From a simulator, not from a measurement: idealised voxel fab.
The following is a process module called voxel wiring stack.
Xsec cut, 235 nm wide, square cell size 5 nm.
Think of the cross-section as a grid of square cells. We describe it in bands, top to bottom, and each band covers one or more rows of those cells. Heights first: top, then bottom, in nm. Then materials, left to right, each with a width in nm. "everywhere" on a single material: fills the band edge to edge. "air": empty space. Measure heights from 0. That's the level where, below it, the as-received wafer is all one material. The lowest band is bottomless and extends downward; write it as in "0..down". The width entry "30 to 40" should be interpreted row by row: the top row of cells in the band takes the first number, the bottom row takes the second number, and the change between adjacent rows is uniform throughout. For the purposes of this document, the phrase "identical to before" attached to a step denotes that no cell within the cross-section was modified by that step. Empty spaces counting at least 8 cells and having no open way to the top are listed in "Closed cavity list". The notation width x height at distance is used for each, the distance being from the left edge and all three values in nm. If you see something after the settings on a step's line, that's the simulator's own remark about that step. overlay nm: right-of-plan distance of the mask on a masked step; negative values mean left-of-plan.

**Here's what the planned process steps look like**
1) RECEIVE,material Si
2) CONFORMAL_DEP,material SiO2,thk nm 10
3) DIRECTIONAL_DEP,material TiN,thk nm 5
4) DIRECTIONAL_DEP,material W,thk nm 15
5) PATTERN,tone cover,mask id METAL_1,material resist,width nm 25,pitch nm 45,thk nm 20,overlay nm 0
6) DIRECTIONAL_ETCH,etch materials W,depth nm 15
7) DIRECTIONAL_ETCH,etch materials TiN,depth nm 5
8) STRIP,etch materials resist
9) CONFORMAL_DEP,material SiCN,thk nm 5
10) FILL_DEP,material SiO2,thk nm 5
11) CMP,height nm 30
12) CONFORMAL_DEP,material SiCN,thk nm 5
13) DIRECTIONAL_DEP,material lowk,thk nm 15
14) PATTERN,tone open,mask id PLUG_1,material resist,width nm 15,thk nm 20,overlay nm 0
15) DIRECTIONAL_ETCH,etch materials lowk,depth nm 15
16) DIRECTIONAL_ETCH,etch materials SiCN,depth nm 5
17) STRIP,etch materials resist
18) EPI,material Ru,thk nm 10
19) EPI,material Ru,thk nm 10
20) CONFORMAL_DEP,material SiN,thk nm 5
21) DIRECTIONAL_DEP,material SiO2,thk nm 25
22) PATTERN,tone open,mask id METAL_2,material resist,width nm 25,pitch nm 45,thk nm 20,overlay nm 0
23) DIRECTIONAL_ETCH,etch materials SiO2,depth nm 25
24) DIRECTIONAL_ETCH,etch materials SiN,depth nm 5
25) STRIP,etch materials resist
26) CONFORMAL_DEP,material TiN,thk nm 5
27) FILL_DEP,material Cu,thk nm 10
28) CMP,height nm 80
29) CONFORMAL_DEP,material SiCN,thk nm 5
30) DIRECTIONAL_DEP,material lowk,thk nm 10
31) PATTERN,tone open,mask id PLUG_2,material resist,width nm 15,pitch nm 45,thk nm 20,overlay nm 0
32) DIRECTIONAL_ETCH,etch materials lowk,depth nm 10
33) DIRECTIONAL_ETCH,etch materials SiCN,depth nm 5
34) STRIP,etch materials resist
35) EPI,material Ru,thk nm 10
36) EPI,material Ru,thk nm 5
37) DIRECTIONAL_DEP,material TiN,thk nm 5
38) DIRECTIONAL_DEP,material Ru,thk nm 15
39) DIRECTIONAL_DEP,material aC,thk nm 10
40) PATTERN,tone cover,mask id METAL_3,material resist,width nm 25,pitch nm 45,thk nm 25,overlay nm 0
41) DIRECTIONAL_ETCH,etch materials aC,depth nm 10
42) STRIP,etch materials resist
43) DIRECTIONAL_ETCH,etch materials Ru,depth nm 15
44) DIRECTIONAL_ETCH,etch materials TiN,depth nm 5
45) STRIP,etch materials aC
46) CONFORMAL_DEP,material SiN,thk nm 5
47) FILL_DEP,material lowk,thk nm 10
48) CMP,height nm 115
49) CONFORMAL_DEP,material SiCN,thk nm 5
50) DIRECTIONAL_DEP,material SiO2,thk nm 25
51) DIRECTIONAL_DEP,material aC,thk nm 10
52) PATTERN,tone open,mask id METAL_4_HOLES,material resist,width nm 15,pitch nm 45,thk nm 25,overlay nm 0
53) DIRECTIONAL_ETCH,etch materials aC,depth nm 10
54) STRIP,etch materials resist
55) DIRECTIONAL_ETCH,etch materials SiO2,depth nm 25
56) STRIP,etch materials aC
57) MASKED_ETCH,tone open,mask id METAL_4,width nm 25,pitch nm 45,etch materials SiO2,depth nm 15,overlay nm 0
58) MASKED_ETCH,tone open,mask id METAL_4,width nm 25,pitch nm 45,etch materials SiCN,depth nm 5,overlay nm 0
59) CONFORMAL_DEP,material TiN,thk nm 5
60) FILL_DEP,material Cu,thk nm 5
61) CMP,height nm 145
62) CONFORMAL_DEP,material SiN,thk nm 5

**Wafer as received: cross-section following step 1**
* 0..down = Si everywhere
* Closed cavity list: none

**End-of-module cross-section. Starting structure and process plan as above; one mistake made in running it**
* 150..145 = SiN everywhere
* 145..135 = 80 SiO2, 5 TiN, 15 SiN, 5 TiN, 20 SiO2, 5 TiN, 15 SiN, 5 TiN, 85 SiO2
* 135..130 = 80 SiO2, 5 TiN, 5 SiN, 15 TiN, 20 SiO2, 5 TiN, 5 SiN, 15 TiN, 85 SiO2
* 130..120 = 80 SiO2, 5 TiN, 5 SiN, 5 TiN, 30 SiO2, 5 TiN, 5 SiN, 5 TiN, 95 SiO2
* 120..115 = 80 SiCN, 15 TiN, 30 SiCN, 15 TiN, 95 SiCN
* 115..100 = 75 lowk, 5 SiN, 25 Ru, 5 SiN, 10 lowk, 5 SiN, 25 Ru, 5 SiN, 80 lowk
* 100..95 = 80 SiN, 25 TiN, 20 SiN, 25 TiN, 85 SiN
* 95..85 = 80 lowk, 15 Ru, 30 lowk, 15 Ru, 95 lowk
* 85..80 = 80 SiCN, 15 Ru, 30 SiCN, 15 Ru, 95 SiCN
* 80..55 = 80 SiO2, 5 TiN, 15 Cu, 5 TiN, 20 SiO2, 5 TiN, 15 Cu, 5 TiN, 85 SiO2
* 55..50 = 80 SiN, 25 TiN, 20 SiN, 25 TiN, 85 SiN
* 50..35 = 80 lowk, 15 Ru, 140 lowk
* 35..30 = 80 SiCN, 15 Ru, 140 SiCN
* 30..15 = 75 SiO2, 5 SiCN, 25 W, 5 SiCN, 10 SiO2, 5 SiCN, 25 W, 5 SiCN, 80 SiO2
* 15..10 = 80 SiCN, 25 TiN, 20 SiCN, 25 TiN, 85 SiCN
* 10..0 = SiO2 everywhere
* 0..down = Si everywhere
* Closed cavity list: none
Here's what went sideways: step 60 ran differently from the plan; actual operation with settings: FILL_DEP,material SiN,thk nm 5
